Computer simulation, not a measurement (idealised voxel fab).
process module | voxel self aligned contacts
cross-section cut | 200 nm wide | cells 5 nm
A cross-section is a grid of square cells, given in bands from the top down. A band is one or more rows of cells.
Each band's line starts with the height of the band's top and of its bottom, in nm. Then come its materials from left to right, each with its width in nm. One material with "throughout" fills the band from edge to edge. "air" is empty space.
Height 0 is the level under which the wafer as received is all one material. The lowest band goes on downwards, as in "0 down".
A width such as "30 to 40" changes by the same amount from each row of cells to the next, from the band's top row to its bottom row.
"no change" after a step means that no cell of the cross-section changed.
closed voids: empty space of 8 cells or more with no open way to the top, each as width x height at its distance from the left edge, in nm
after a step's settings: what the simulator itself notes on the step
overlay nm, on a step with a mask: how far to the right of its planned place the mask lay; to the left if negative
plan
1 op RECEIVE | material Si
2 op CONFORMAL_DEP | material SiO2 | thk nm 5
3 op DIRECTIONAL_DEP | material polySi | thk nm 25
4 op DIRECTIONAL_DEP | material SiN | thk nm 20
5 op DIRECTIONAL_DEP | material aC | thk nm 15
6 op PATTERN | tone cover | mask id GATE | material resist | width nm 35 | pitch nm 70 | thk nm 35 | overlay nm 0
7 op DIRECTIONAL_ETCH | etch materials aC | depth nm 15
8 op STRIP | etch materials resist
9 op DIRECTIONAL_ETCH | etch materials SiN | depth nm 20
10 op DIRECTIONAL_ETCH | etch materials polySi | depth nm 25
11 op STRIP | etch materials aC
12 op CONFORMAL_DEP | material SiN | thk nm 10
13 op DIRECTIONAL_ETCH | etch materials SiN | depth nm 10
14 op FILL_DEP | material SiO2 | thk nm 10
15 op CMP | height nm 55
16 op PATTERN | tone open | mask id CONTACT | material resist | width nm 55 | thk nm 15 | overlay nm 0
17 op DIRECTIONAL_ETCH | etch materials SiO2 | depth nm 55
18 op STRIP | etch materials resist
19 op CONFORMAL_DEP | material TiN | thk nm 5
20 op FILL_DEP | material W | thk nm 5
21 op CMP | height nm 55
22 op CONFORMAL_DEP | material SiN | thk nm 5
as received, after step 1
  0 down: Si throughout
  closed voids: none
first wafer at the end, as planned
  60 to 55: SiN throughout
  55 to 50: SiO2 70 | TiN 25 | W 5 | TiN 25 | SiO2 75
  50 to 30: SiO2 35 | SiN 55 | TiN 5 | W 5 | TiN 5 | SiN 55 | SiO2 40
  30 to 5: SiO2 35 | SiN 10 | polySi 35 | SiN 10 | TiN 5 | W 5 | TiN 5 | SiN 10 | polySi 35 | SiN 10 | SiO2 40
  5 to 0: SiO2 90 | TiN 15 | SiO2 95
  0 down: Si throughout
  closed voids: none
second wafer at the end: like start, like plan, one mistake
  60 to 55: SiN throughout
  55 to 50: SiO2 70 | TiN 25 | W 5 | TiN 25 | SiO2 75
  50 to 30: SiO2 35 | SiN 55 | TiN 5 | W 5 | TiN 5 | SiN 55 | SiO2 40
  30 to 25: SiO2 90 | TiN 15 | SiO2 95
  25 to 0: polySi throughout
  0 down: Si throughout
  closed voids: none
what went wrong: steps 2 and 3 were swapped
at the end the second wafer has, in cells: 40 fewer of SiN | 75 fewer of SiO2 | 10 fewer of TiN | 5 fewer of W | 130 more of polySi
